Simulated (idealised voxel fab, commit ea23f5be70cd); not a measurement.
process module | voxel ribs on slabs
cross-section cut | 300 nm wide | cells 5 nm
A cross-section is a grid of square cells, given in bands from the top down. A band is one or more rows of cells.
Each band's line starts with the height of the band's top and of its bottom, in nm. Then come its materials from left to right, each with its width in nm. One material with "throughout" fills the band from edge to edge. "air" is empty space.
Height 0 is the level under which the wafer as received is all one material. The lowest band goes on downwards, as in "0 down".
A width such as "30 to 40" changes by the same amount from each row of cells to the next, from the band's top row to its bottom row.
"no change" after a step means that no cell of the cross-section changed.
closed voids: empty space of 8 cells or more with no open way to the top, each as width x height at its distance from the left edge, in nm
after a step's settings: what the simulator itself notes on the step
overlay nm, on a step with a mask: how far to the right of its planned place the mask lay; to the left if negative
plan
1 op RECEIVE | material Si
2 op DIRECTIONAL_DEP | material SiO2 | thk nm 25
3 op DIRECTIONAL_DEP | material polySi | thk nm 20
4 op PATTERN | tone cover | mask id RIB | material resist | width nm 30 | thk nm 15 | overlay nm 0
5 op DIRECTIONAL_ETCH | etch materials polySi | depth nm 15
6 op STRIP | etch materials resist
7 op PATTERN | tone cover | mask id SLAB | material resist | width nm 90 | thk nm 20 | overlay nm 0
8 op DIRECTIONAL_ETCH | etch materials polySi | depth nm 5
9 op STRIP | etch materials resist
10 op FILL_DEP | material SiO2 | thk nm 20
11 op CMP | height nm 60
12 op DIRECTIONAL_DEP | material W | thk nm 5
13 op PATTERN | tone cover | mask id HEATER | material resist | width nm 40 | thk nm 20 | overlay nm -15
14 op DIRECTIONAL_ETCH | etch materials W | depth nm 5
15 op STRIP | etch materials resist
16 op CONFORMAL_DEP | material SiN | thk nm 5
varied across the wafers: overlay nm of step 13. The plan shows the first wafer's value. All wafers start alike
first wafer as received, after step 1
  0 down: Si throughout
  closed voids: none
first wafer at the end, after step 16
  70 to 65: air 110 | SiN 50 | air 140
  65 to 60: SiN 115 | W 40 | SiN 145
  60 to 45: SiO2 throughout
  45 to 30: SiO2 135 | polySi 30 | SiO2 135
  30 to 25: SiO2 105 | polySi 90 | SiO2 105
  25 to 0: SiO2 throughout
  0 down: Si throughout
  closed voids: none
last wafer at the end
  70 to 65: air 140 | SiN 50 | air 110
  65 to 60: SiN 145 | W 40 | SiN 115
  60 to 45: SiO2 throughout
  45 to 30: SiO2 135 | polySi 30 | SiO2 135
  30 to 25: SiO2 105 | polySi 90 | SiO2 105
  25 to 0: SiO2 throughout
  0 down: Si throughout
  closed voids: none
each wafer at the end: cells of each material gained (+) or lost (-) since it was received, then its closed voids
overlay nm -15 | +62 SiN | +684 SiO2 | +8 W | +36 polySi | closed voids: none
overlay nm -10 | +62 SiN | +684 SiO2 | +8 W | +36 polySi | closed voids: none
overlay nm -5 | +62 SiN | +684 SiO2 | +8 W | +36 polySi | closed voids: none
overlay nm 0 | +62 SiN | +684 SiO2 | +8 W | +36 polySi | closed voids: none
overlay nm 5 | +62 SiN | +684 SiO2 | +8 W | +36 polySi | closed voids: none
overlay nm 10 | +62 SiN | +684 SiO2 | +8 W | +36 polySi | closed voids: none
overlay nm 15 | +62 SiN | +684 SiO2 | +8 W | +36 polySi | closed voids: none
